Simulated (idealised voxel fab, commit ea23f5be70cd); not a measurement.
process module | voxel wiring stack
cross-section cut | 260 nm wide | cells 5 nm
A cross-section is a grid of square cells, given in bands from the top down. A band is one or more rows of cells.
Each band's line starts with the height of the band's top and of its bottom, in nm. Then come its materials from left to right, each with its width in nm. One material with "throughout" fills the band from edge to edge. "air" is empty space.
Height 0 is the level under which the wafer as received is all one material. The lowest band goes on downwards, as in "0 down".
A width such as "30 to 40" changes by the same amount from each row of cells to the next, from the band's top row to its bottom row.
"no change" after a step means that no cell of the cross-section changed.
closed voids: empty space of 8 cells or more with no open way to the top, each as width x height at its distance from the left edge, in nm
after a step's settings: what the simulator itself notes on the step
overlay nm, on a step with a mask: how far to the right of its planned place the mask lay; to the left if negative
plan
1 op RECEIVE | material Si
2 op CONFORMAL_DEP | material SiO2 | thk nm 10
3 op CONFORMAL_DEP | material SiCN | thk nm 5
4 op DIRECTIONAL_DEP | material lowk | thk nm 20
5 op PATTERN | tone open | mask id METAL_1 | material resist | width nm 30 | pitch nm 55 | thk nm 15 | overlay nm 0
6 op DIRECTIONAL_ETCH | etch materials lowk | depth nm 20
7 op DIRECTIONAL_ETCH | etch materials SiCN | depth nm 5
8 op STRIP | etch materials resist
9 op CONFORMAL_DEP | material TiN | thk nm 5
10 op FILL_DEP | material W | thk nm 5
11 op CMP | height nm 35
12 op CONFORMAL_DEP | material SiCN | thk nm 5
13 op DIRECTIONAL_DEP | material SiO2 | thk nm 30
14 op PATTERN | tone open | mask id METAL_2 | material resist | width nm 30 | pitch nm 55 | thk nm 15 | overlay nm 0
15 op DIRECTIONAL_ETCH | etch materials SiO2 | depth nm 15
16 op STRIP | etch materials resist
17 op DIRECTIONAL_DEP | material aC | thk nm 15
18 op PATTERN | tone open | mask id METAL_2_HOLES | material resist | width nm 15 | pitch nm 110 | thk nm 30 | overlay nm 0
19 op DIRECTIONAL_ETCH | etch materials aC | depth nm 15
20 op STRIP | etch materials resist
21 op DIRECTIONAL_ETCH | etch materials SiO2 | depth nm 15
22 op DIRECTIONAL_ETCH | etch materials SiCN | depth nm 5
23 op STRIP | etch materials aC
24 op CONFORMAL_DEP | material TiN | thk nm 5
25 op FILL_DEP | material Ru | thk nm 5
26 op CMP | height nm 70
27 op CONFORMAL_DEP | material SiCN | thk nm 5
as received, after step 1
  0 down: Si throughout
  closed voids: none
a wafer at the end: this start, this plan, one mistake
  75 to 70: SiCN throughout
  70 to 60: SiO2 60 | TiN 5 | Ru 20 | TiN 5 | SiO2 25 | TiN 5 | Ru 20 | TiN 5 | SiO2 25 | TiN 5 | Ru 20 | TiN 5 | SiO2 60
  60 to 55: SiO2 60 | TiN 5 | Ru 5 | TiN 20 | SiO2 25 | TiN 30 | SiO2 25 | TiN 5 | Ru 5 | TiN 20 | SiO2 60
  55 to 40: SiO2 60 | TiN 5 | Ru 5 | TiN 5 | SiO2 95 | TiN 5 | Ru 5 | TiN 5 | SiO2 75
  40 to 35: SiCN 60 | TiN 15 | SiCN 95 | TiN 15 | SiCN 75
  35 to 15: lowk 70 | TiN 5 | W 20 | TiN 5 | lowk 25 | TiN 5 | W 20 | TiN 5 | lowk 25 | TiN 5 | W 20 | TiN 5 | lowk 50
  15 to 10: SiCN 70 | TiN 30 | SiCN 25 | TiN 30 | SiCN 25 | TiN 30 | SiCN 50
  10 to 0: SiO2 throughout
  0 down: Si throughout
  closed voids: none
what went wrong: step 5 ran as: op PATTERN | tone open | mask id METAL_1 | material resist | width nm 30 | pitch nm 55 | thk nm 15 | overlay nm 10
